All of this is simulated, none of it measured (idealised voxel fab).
process module | voxel tone inversion
cross-section cut | 260 nm wide | cells 5 nm
A cross-section is a grid of square cells, given in bands from the top down. A band is one or more rows of cells.
Each band's line starts with the height of the band's top and of its bottom, in nm. Then come its materials from left to right, each with its width in nm. One material with "throughout" fills the band from edge to edge. "air" is empty space.
Height 0 is the level under which the wafer as received is all one material. The lowest band goes on downwards, as in "0 down".
A width such as "30 to 40" changes by the same amount from each row of cells to the next, from the band's top row to its bottom row.
"no change" after a step means that no cell of the cross-section changed.
closed voids: empty space of 8 cells or more with no open way to the top, each as width x height at its distance from the left edge, in nm
after a step's settings: what the simulator itself notes on the step
overlay nm, on a step with a mask: how far to the right of its planned place the mask lay; to the left if negative
plan
1 op RECEIVE | material Si
2 op CONFORMAL_DEP | material SiN | thk nm 10
3 op DIRECTIONAL_DEP | material aC | thk nm 25
4 op PATTERN | tone cover | mask id POSTS | material resist | width nm 25 | pitch nm 50 | thk nm 30 | overlay nm 0
5 op DIRECTIONAL_ETCH | etch materials aC | depth nm 25
6 op STRIP | etch materials resist
7 op FILL_DEP | material SiO2 | thk nm 5
8 op CMP | height nm 35
9 op STRIP | etch materials aC
as received, after step 1
  0 down: Si throughout
  closed voids: none
first wafer at the end, as planned
  35 to 10: SiO2 65 | air 25 | SiO2 25 | air 25 | SiO2 25 | air 25 | SiO2 70
  10 to 0: SiN throughout
  0 down: Si throughout
  closed voids: none
second wafer at the end: like start, like plan, one mistake
  35 to 25: SiN throughout
  25 to 0: aC throughout
  0 down: Si throughout
  closed voids: none
what went wrong: steps 2 and 3 were swapped
at the end the second wafer has, in cells: 185 fewer of SiO2 | 260 more of aC
